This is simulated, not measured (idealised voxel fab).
The process module presented herein is designated voxel quadruple lines.
Pictured: cross-section cut, 255 nm wide, on a grid of 5 nm square cells.
Cross-section layout: square cells on a grid; listed as bands, top to bottom; a band spans one or more cell rows.
In this notation a band is specified by the heights of its top and bottom, in that order and in nm, after which its materials appear from left to right, each paired with its width in nm. The word "edge to edge" attached to a single material means that material fills the band from edge to edge; the word "blank" stands for empty space.
A quick word on heights: they are counted from 0, and under that level the wafer as it came to us is one material throughout. The lowest band is different from the rest in having no bottom; it simply continues downward, written as in "0 -> down".
Note: "30..40" means the width goes from the first number (top row of the band) to the second number (bottom row) in equal steps per row of cells.
"no modifications" after a step means that no cell of the cross-section changed.
"Sealed void listing" lists enclosed empty spaces (at least 8 cells, no open path upward to the top), each as width x height at distance from the left edge, in nm.
Post-settings text on a step line: simulator's own remark regarding the step.
"overlay nm", when on a step's line for a step with a mask, measures how far to the right of its planned place the mask lay; a negative measure means to the left.

Here's what the planned process steps look like:
step 1: RECEIVE: material Si
step 2: CONFORMAL_DEP: material Al2O3, thk nm 10
step 3: DIRECTIONAL_DEP: material W, thk nm 15
step 4: DIRECTIONAL_DEP: material polySi, thk nm 15
step 5: DIRECTIONAL_DEP: material aC, thk nm 20
step 6: PATTERN: tone cover, mask id MANDREL, material resist, width nm 30, thk nm 30, overlay nm 0
step 7: DIRECTIONAL_ETCH: etch materials aC, depth nm 20
step 8: STRIP: etch materials resist
step 9: CONFORMAL_DEP: material SiO2, thk nm 10
step 10: DIRECTIONAL_ETCH: etch materials SiO2, depth nm 10
step 11: STRIP: etch materials aC
step 12: DIRECTIONAL_ETCH: etch materials polySi, depth nm 15
step 13: STRIP: etch materials SiO2
step 14: CONFORMAL_DEP: material SiN, thk nm 10
step 15: DIRECTIONAL_ETCH: etch materials SiN, depth nm 10
step 16: STRIP: etch materials polySi
step 17: DIRECTIONAL_ETCH: etch materials W, depth nm 15
step 18: STRIP: etch materials SiN

The cross-section here shows the wafer as received, i.e. in its state after step 1:
- 0 -> down  Si edge to edge
- Sealed void listing: none

Cross-section, first of two wafers, end of module, run as planned:
- 25 -> 10  90 nm blank, then 10 nm W, then 10 nm blank, then 10 nm W, then 10 nm blank, then 10 nm W, then 10 nm blank, then 10 nm W, then 95 nm blank
- 10 -> 0  Al2O3 edge to edge
- 0 -> down  Si edge to edge
- Sealed void listing: none

second wafer at the end: like start, like plan, one mistake:
- 50 -> 40  90 nm blank, then 30 nm SiO2, then 10 nm blank, then 30 nm SiO2, then 95 nm blank
- 40 -> 35  90 nm blank, then 10 nm SiO2, then 10 nm polySi, then 10 nm SiO2, then 10 nm blank, then 10 nm SiO2, then 10 nm polySi, then 10 nm SiO2, then 95 nm blank
- 35 -> 25  100 nm SiO2, then 10 nm polySi, then 30 nm SiO2, then 10 nm polySi, then 105 nm SiO2
- 25 -> 10  W edge to edge
- 10 -> 0  Al2O3 edge to edge
- 0 -> down  Si edge to edge
- Sealed void listing: none
Plan not followed: step 14 was not run as planned; what actually ran was CONFORMAL_DEP: material SiO2, thk nm 10
FYI, end of process, the second wafer has more or fewer cells of some materials than the first: SiO2 +126 | W +129 | polySi +12
